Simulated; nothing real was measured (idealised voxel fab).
Name of the process module below: voxel transistor to metal
The figure presents cross-section cut, which has a width of 290 nm and is divided into square cells with an edge length of 5 nm.
Reading order for cross-sections: top band down to bottom band. Underlying form: a grid of square cells. Band size: one or more rows of cells.
This entry defines a band. It first specifies the height of the band's top and the height of its bottom in nm, and then specifies the band's materials from left to right, stating each material with its width in nm. The word "throughout" identifies a single material that fills the band from edge to edge, while the word "air" identifies empty space.
For the purposes of this specification, 0 denotes the height below which the wafer in its as-received condition is composed wholly of one material, and the lowermost band, lacking a lower limit, extends downward without end, as expressed in "0 down".
Think of "30->40" as a width that walks from the first number to the second as you go down the band, top row to bottom row, taking equal-sized steps from row to row.
Step note "stayed the same" = no cross-section cell changed.
You'll see "Trapped voids" listing empty spaces that have no way open to the top, as long as they're 8 cells or more; the notation is width x height at distance, where the distance is from the left edge, and all of it is in nm.
Formally, on a step line, whatever follows the settings is a remark that the simulator itself makes on the step.
Each step line may optionally specify "overlay nm", which for a step with a mask gives the rightward distance between the mask's planned place and where it lay, a negative value indicating the leftward direction.
The steps planned for the process are as follows:
1. RECEIVE: material Si
2. CONFORMAL_DEP: material SiO2, thk nm 5
3. CONFORMAL_DEP: material SiN, thk nm 15
4. DIRECTIONAL_DEP: material aC, thk nm 10
5. PATTERN: tone cover, mask id ACTIVE, material resist, width nm 105, pitch nm 135, thk nm 30, overlay nm 0
6. DIRECTIONAL_ETCH: etch materials aC, depth nm 10
7. STRIP: etch materials resist
8. DIRECTIONAL_ETCH: etch materials SiN, depth nm 15
9. DIRECTIONAL_ETCH: etch materials SiO2, depth nm 5
10. DIRECTIONAL_ETCH: etch materials Si, depth nm 35
11. STRIP: etch materials aC
12. OXIDIZE: depth nm 5
13. FILL_DEP: material SiO2, thk nm 15
14. CMP: height nm 20
15. SELECTIVE_ETCH: etch materials SiO2, depth nm 10
16. STRIP: etch materials SiN
17. SELECTIVE_ETCH: etch materials SiO2, depth nm 5
18. OXIDIZE: depth nm 5
19. DIRECTIONAL_DEP: material polySi, thk nm 25
20. DIRECTIONAL_DEP: material SiCN, thk nm 10
21. MASKED_ETCH: tone cover, mask id GATE, width nm 25, pitch nm 135, etch materials SiCN, depth nm 20, overlay nm 0
22. MASKED_ETCH: tone cover, mask id GATE, width nm 25, pitch nm 135, etch materials polySi, depth nm 35, overlay nm 0
23. CONFORMAL_DEP: material SiO2, thk nm 5
24. DIRECTIONAL_ETCH: etch materials SiO2, depth nm 5
25. CONFORMAL_DEP: material SiN, thk nm 10
26. DIRECTIONAL_ETCH: etch materials SiN, depth nm 10
27. DIRECTIONAL_ETCH: etch materials SiO2, depth nm 5
28. DIRECTIONAL_ETCH: etch materials Si, depth nm 10
29. EPI: material pSi, thk nm 15
30. FILL_DEP: material SiO2, thk nm 10
31. CMP: height nm 25
32. STRIP: etch materials polySi
33. SELECTIVE_ETCH: etch materials SiO2, depth nm 5
34. CONFORMAL_DEP: material HfO2, thk nm 5
35. CONFORMAL_DEP: material TiN, thk nm 5
36. FILL_DEP: material W, thk nm 10
37. CMP: height nm 20
38. DIRECTIONAL_DEP: material SiO2, thk nm 10
39. DIRECTIONAL_DEP: material aC, thk nm 15
40. PATTERN: tone open, mask id CONTACT, material resist, width nm 20, thk nm 35, overlay nm 0
41. DIRECTIONAL_ETCH: etch materials aC, depth nm 15
42. STRIP: etch materials resist
43. DIRECTIONAL_ETCH: etch materials SiO2, depth nm 20
44. STRIP: etch materials aC
45. CONFORMAL_DEP: material TiN, thk nm 5
46. FILL_DEP: material Ru, thk nm 5
47. CMP: height nm 30
48. DIRECTIONAL_DEP: material TiN, thk nm 5
49. DIRECTIONAL_DEP: material W, thk nm 20
50. DIRECTIONAL_DEP: material aC, thk nm 10
51. PATTERN: tone cover, mask id METAL_1, material resist, width nm 20, thk nm 25, overlay nm 0
52. DIRECTIONAL_ETCH: etch materials aC, depth nm 10
53. STRIP: etch materials resist
54. DIRECTIONAL_ETCH: etch materials W, depth nm 20
55. DIRECTIONAL_ETCH: etch materials TiN, depth nm 5
56. STRIP: etch materials aC
57. FILL_DEP: material lowk, thk nm 10
58. CMP: height nm 55
59. CONFORMAL_DEP: material SiCN, thk nm 5
60. DIRECTIONAL_DEP: material SiO2, thk nm 35
61. MASKED_ETCH: tone open, mask id METAL_2_HOLES, width nm 15, pitch nm 135, etch materials SiO2, depth nm 35, overlay nm 0
62. DIRECTIONAL_DEP: material aC, thk nm 10
63. PATTERN: tone open, mask id METAL_2, material resist, width nm 20, pitch nm 135, thk nm 25, overlay nm 0
64. DIRECTIONAL_ETCH: etch materials aC, depth nm 10
65. STRIP: etch materials resist
66. DIRECTIONAL_ETCH: etch materials SiO2, depth nm 20
67. DIRECTIONAL_ETCH: etch materials SiCN, depth nm 5
68. STRIP: etch materials aC
69. CONFORMAL_DEP: material TiN, thk nm 5
70. FILL_DEP: material Cu, thk nm 10
71. CMP: height nm 95
72. CONFORMAL_DEP: material SiN, thk nm 5
Cross-section of the wafer as it came to us, i.e., already through step 1:
0 down | Si throughout
Trapped voids: none
Module complete - cross-section of the first of two wafers, run according to plan:
100 to 95 | SiN throughout
95 to 80 | 30 nm SiO2, then 5 nm TiN, then 10 nm Cu, then 5 nm TiN, then 115 nm SiO2, then 5 nm TiN, then 10 nm Cu, then 5 nm TiN, then 105 nm SiO2
80 to 75 | 30 nm SiO2, then 5 nm TiN, then 5 nm Cu, then 10 nm TiN, then 115 nm SiO2, then 5 nm TiN, then 5 nm Cu, then 10 nm TiN, then 105 nm SiO2
75 to 60 | 30 nm SiO2, then 5 nm TiN, then 5 nm Cu, then 5 nm TiN, then 120 nm SiO2, then 5 nm TiN, then 5 nm Cu, then 5 nm TiN, then 110 nm SiO2
60 to 55 | 30 nm SiCN, then 15 nm TiN, then 120 nm SiCN, then 15 nm TiN, then 110 nm SiCN
55 to 35 | 30 nm lowk, then 20 nm W, then 55 nm lowk, then 20 nm W, then 40 nm lowk, then 20 nm W, then 55 nm lowk, then 20 nm W, then 30 nm lowk
35 to 30 | 30 nm lowk, then 20 nm TiN, then 55 nm lowk, then 20 nm TiN, then 40 nm lowk, then 20 nm TiN, then 55 nm lowk, then 20 nm TiN, then 30 nm lowk
30 to 20 | 30 nm SiO2, then 5 nm TiN, then 10 nm Ru, then 5 nm TiN, then 55 nm SiO2, then 5 nm TiN, then 10 nm Ru, then 5 nm TiN, then 40 nm SiO2, then 5 nm TiN, then 10 nm Ru, then 5 nm TiN, then 55 nm SiO2, then 5 nm TiN, then 10 nm Ru, then 5 nm TiN, then 30 nm SiO2
20 to 15 | 30 nm SiO2, then 5 nm TiN, then 10 nm Ru, then 5 nm TiN, then 10 nm SiN, then 5 nm HfO2, then 5 nm TiN, then 15 nm W, then 5 nm TiN, then 5 nm HfO2, then 10 nm SiN, then 5 nm TiN, then 10 nm Ru, then 5 nm TiN, then 40 nm SiO2, then 5 nm TiN, then 10 nm Ru, then 5 nm TiN, then 10 nm SiN, then 5 nm HfO2, then 5 nm TiN, then 15 nm W, then 5 nm TiN, then 5 nm HfO2, then 10 nm SiN, then 5 nm TiN, then 10 nm Ru, then 5 nm TiN, then 30 nm SiO2
15 to 10 | 30 nm SiO2, then 20 nm TiN, then 10 nm SiN, then 5 nm HfO2, then 5 nm TiN, then 15 nm W, then 5 nm TiN, then 5 nm HfO2, then 10 nm SiN, then 20 nm TiN, then 40 nm SiO2, then 20 nm TiN, then 10 nm SiN, then 5 nm HfO2, then 5 nm TiN, then 15 nm W, then 5 nm TiN, then 5 nm HfO2, then 10 nm SiN, then 20 nm TiN, then 30 nm SiO2
10 to 5 | 30 nm SiO2, then 20 nm pSi, then 10 nm SiN, then 5 nm HfO2, then 5 nm TiN, then 15 nm W, then 5 nm TiN, then 5 nm HfO2, then 10 nm SiN, then 20 nm pSi, then 40 nm SiO2, then 20 nm pSi, then 10 nm SiN, then 5 nm HfO2, then 5 nm TiN, then 15 nm W, then 5 nm TiN, then 5 nm HfO2, then 10 nm SiN, then 20 nm pSi, then 30 nm SiO2
5 to 0 | 25 nm SiO2, then 10 nm SiN, then 15 nm pSi, then 10 nm SiN, then 5 nm HfO2, then 25 nm TiN, then 5 nm HfO2, then 10 nm SiN, then 15 nm pSi, then 10 nm SiN, then 30 nm SiO2, then 10 nm SiN, then 15 nm pSi, then 10 nm SiN, then 5 nm HfO2, then 25 nm TiN, then 5 nm HfO2, then 10 nm SiN, then 15 nm pSi, then 10 nm SiN, then 25 nm SiO2
0 to -5 | 35 nm SiO2, then 15 nm pSi, then 10 nm SiO2, then 35 nm HfO2, then 10 nm SiO2, then 15 nm pSi, then 50 nm SiO2, then 15 nm pSi, then 10 nm SiO2, then 35 nm HfO2, then 10 nm SiO2, then 15 nm pSi, then 35 nm SiO2
-5 to -15 | 30 nm SiO2, then 5 nm Si, then 15 nm pSi, then 55 nm Si, then 15 nm pSi, then 5 nm Si, then 40 nm SiO2, then 5 nm Si, then 15 nm pSi, then 55 nm Si, then 15 nm pSi, then 5 nm Si, then 30 nm SiO2
-15 to -40 | 30 nm SiO2, then 95 nm Si, then 40 nm SiO2, then 95 nm Si, then 30 nm SiO2
-40 down | Si throughout
Trapped voids: none
Cross-sectional image of the second wafer of the two following completion of the module. Starting state and process plan were the same as for the first wafer; one execution error occurred:
100 to 95 | SiN throughout
95 to 80 | 30 nm SiO2, then 5 nm TiN, then 10 nm Cu, then 5 nm TiN, then 115 nm SiO2, then 5 nm TiN, then 10 nm Cu, then 5 nm TiN, then 105 nm SiO2
80 to 75 | 30 nm SiO2, then 5 nm TiN, then 5 nm Cu, then 10 nm TiN, then 115 nm SiO2, then 5 nm TiN, then 5 nm Cu, then 10 nm TiN, then 105 nm SiO2
75 to 60 | 30 nm SiO2, then 5 nm TiN, then 5 nm Cu, then 5 nm TiN, then 120 nm SiO2, then 5 nm TiN, then 5 nm Cu, then 5 nm TiN, then 110 nm SiO2
60 to 55 | 30 nm SiCN, then 15 nm TiN, then 120 nm SiCN, then 15 nm TiN, then 110 nm SiCN
55 to 35 | 30 nm lowk, then 20 nm W, then 55 nm lowk, then 20 nm W, then 40 nm lowk, then 20 nm W, then 55 nm lowk, then 20 nm W, then 30 nm lowk
35 to 30 | 30 nm lowk, then 20 nm TiN, then 55 nm lowk, then 20 nm TiN, then 40 nm lowk, then 20 nm TiN, then 55 nm lowk, then 20 nm TiN, then 30 nm lowk
30 to 20 | 30 nm SiO2, then 5 nm TiN, then 10 nm Ru, then 5 nm TiN, then 55 nm SiO2, then 5 nm TiN, then 10 nm Ru, then 5 nm TiN, then 40 nm SiO2, then 5 nm TiN, then 10 nm Ru, then 5 nm TiN, then 55 nm SiO2, then 5 nm TiN, then 10 nm Ru, then 5 nm TiN, then 30 nm SiO2
20 to 15 | 30 nm SiO2, then 5 nm TiN, then 10 nm Ru, then 5 nm TiN, then 10 nm SiN, then 5 nm HfO2, then 5 nm TiN, then 15 nm W, then 5 nm TiN, then 5 nm HfO2, then 10 nm SiN, then 5 nm TiN, then 10 nm Ru, then 5 nm TiN, then 40 nm SiO2, then 5 nm TiN, then 10 nm Ru, then 5 nm TiN, then 10 nm SiN, then 5 nm HfO2, then 5 nm TiN, then 15 nm W, then 5 nm TiN, then 5 nm HfO2, then 10 nm SiN, then 5 nm TiN, then 10 nm Ru, then 5 nm TiN, then 30 nm SiO2
15 to 10 | 30 nm SiO2, then 20 nm TiN, then 10 nm SiN, then 5 nm HfO2, then 5 nm TiN, then 15 nm W, then 5 nm TiN, then 5 nm HfO2, then 10 nm SiN, then 20 nm TiN, then 40 nm SiO2, then 20 nm TiN, then 10 nm SiN, then 5 nm HfO2, then 5 nm TiN, then 15 nm W, then 5 nm TiN, then 5 nm HfO2, then 10 nm SiN, then 20 nm TiN, then 30 nm SiO2
10 to 5 | 35 nm SiO2, then 15 nm pSi, then 10 nm SiN, then 5 nm HfO2, then 5 nm TiN, then 15 nm W, then 5 nm TiN, then 5 nm HfO2, then 10 nm SiN, then 15 nm pSi, then 50 nm SiO2, then 15 nm pSi, then 10 nm SiN, then 5 nm HfO2, then 5 nm TiN, then 15 nm W, then 5 nm TiN, then 5 nm HfO2, then 10 nm SiN, then 15 nm pSi, then 35 nm SiO2
5 to 0 | 25 nm SiO2, then 10 nm SiN, then 15 nm pSi, then 10 nm SiN, then 5 nm HfO2, then 25 nm TiN, then 5 nm HfO2, then 10 nm SiN, then 15 nm pSi, then 10 nm SiN, then 30 nm SiO2, then 10 nm SiN, then 15 nm pSi, then 10 nm SiN, then 5 nm HfO2, then 25 nm TiN, then 5 nm HfO2, then 10 nm SiN, then 15 nm pSi, then 10 nm SiN, then 25 nm SiO2
0 to -5 | 35 nm SiO2, then 15 nm pSi, then 10 nm SiO2, then 35 nm HfO2, then 10 nm SiO2, then 15 nm pSi, then 50 nm SiO2, then 15 nm pSi, then 10 nm SiO2, then 35 nm HfO2, then 10 nm SiO2, then 15 nm pSi, then 35 nm SiO2
-5 to -10 | 35 nm SiO2, then 15 nm pSi, then 55 nm Si, then 15 nm pSi, then 50 nm SiO2, then 15 nm pSi, then 55 nm Si, then 15 nm pSi, then 35 nm SiO2
-10 to -15 | 30 nm SiO2, then 5 nm Si, then 15 nm pSi, then 55 nm Si, then 15 nm pSi, then 5 nm Si, then 40 nm SiO2, then 5 nm Si, then 15 nm pSi, then 55 nm Si, then 15 nm pSi, then 5 nm Si, then 30 nm SiO2
-15 to -40 | 30 nm SiO2, then 95 nm Si, then 40 nm SiO2, then 95 nm Si, then 30 nm SiO2
-40 down | Si throughout
Trapped voids: none
Short version of what went wrong: the run left out plan step 2 entirely, so it was never executed
Counted in cells at the end, the second wafer holds more or fewer of these materials than the first: Si: 4 fewer, SiO2: 8 more, pSi: 4 fewer
